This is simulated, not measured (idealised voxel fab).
Module name: voxel ribs on slabs (process module)
In the cross-section labelled cut, the width is 280 nm and each square cell is 5 nm.
Cross-section format: a grid of square cells, given as bands from top to bottom; each band is one or more rows of cells. Band: top and bottom heights (nm) first, top before bottom; then materials from left to right, widths in nm. "throughout" marks a sole material filling the band edge to edge. "air" denotes empty space. For the purposes of this specification, 0 denotes the height below which the wafer in its as-received condition is composed wholly of one material, and the lowermost band, lacking a lower limit, extends downward without end, as expressed in "0 -> down". Graded width ("30->40"): value in top row of band = first number; value in bottom row = second number; row-to-row change constant. Take "nothing was modified" at face value: in the step it is given for, the cross-section changed in none of its cells. For the entry "Listed closed voids", the listed items are empty spaces with no open way to the top whose size is 8 cells or more; each item follows the pattern width x height at distance, where distance is from the left edge and all three are in nm. Heads up: the bit after the settings on a step's line is the simulator's remark on that step. A step's line can hold "overlay nm"; with a mask on that step, the setting says how far right of the planned place the mask lay, while a negative setting says it lay to the left.
# Listed below are the process steps as planned
1 RECEIVE (material Si)
2 DIRECTIONAL_DEP (material SiO2; thk nm 30)
3 DIRECTIONAL_DEP (material polySi; thk nm 20)
4 DIRECTIONAL_DEP (material aC; thk nm 15)
5 PATTERN (tone cover; mask id RIB; material resist; width nm 30; thk nm 30; overlay nm 0)
6 DIRECTIONAL_ETCH (etch materials aC; depth nm 15)
7 STRIP (etch materials resist)
8 DIRECTIONAL_ETCH (etch materials polySi; depth nm 15)
9 STRIP (etch materials aC)
10 DIRECTIONAL_DEP (material aC; thk nm 15)
11 PATTERN (tone cover; mask id SLAB; material resist; width nm 70; thk nm 30; overlay nm -15)
12 DIRECTIONAL_ETCH (etch materials aC; depth nm 15)
13 STRIP (etch materials resist)
14 DIRECTIONAL_ETCH (etch materials polySi; depth nm 5)
15 STRIP (etch materials aC)
16 FILL_DEP (material SiO2; thk nm 30)
17 CMP (height nm 70)
18 DIRECTIONAL_DEP (material TiN; thk nm 10)
19 DIRECTIONAL_DEP (material aC; thk nm 15)
20 PATTERN (tone cover; mask id HEATER; material resist; width nm 40; thk nm 35; overlay nm 0)
21 DIRECTIONAL_ETCH (etch materials aC; depth nm 15)
22 STRIP (etch materials resist)
23 DIRECTIONAL_ETCH (etch materials TiN; depth nm 10)
24 STRIP (etch materials aC)
25 CONFORMAL_DEP (material SiO2; thk nm 5)
All wafers enter the flow in the same state. The overlay nm at step 11 differs from wafer to wafer, and the plan gives the value for the first wafer.
# first wafer as received, after step 1
> 0 -> down: Si throughout
> Listed closed voids: none
# Per wafer, end of module: cells gained (+) or lost (-) per material since receipt, then closed voids
overlay nm -15; +812 SiO2; +16 TiN; +32 polySi; Listed closed voids: none
overlay nm -10; +812 SiO2; +16 TiN; +32 polySi; Listed closed voids: none
overlay nm -5; +812 SiO2; +16 TiN; +32 polySi; Listed closed voids: none
overlay nm 0; +812 SiO2; +16 TiN; +32 polySi; Listed closed voids: none
overlay nm 5; +812 SiO2; +16 TiN; +32 polySi; Listed closed voids: none
overlay nm 10; +812 SiO2; +16 TiN; +32 polySi; Listed closed voids: none
overlay nm 15; +812 SiO2; +16 TiN; +32 polySi; Listed closed voids: none
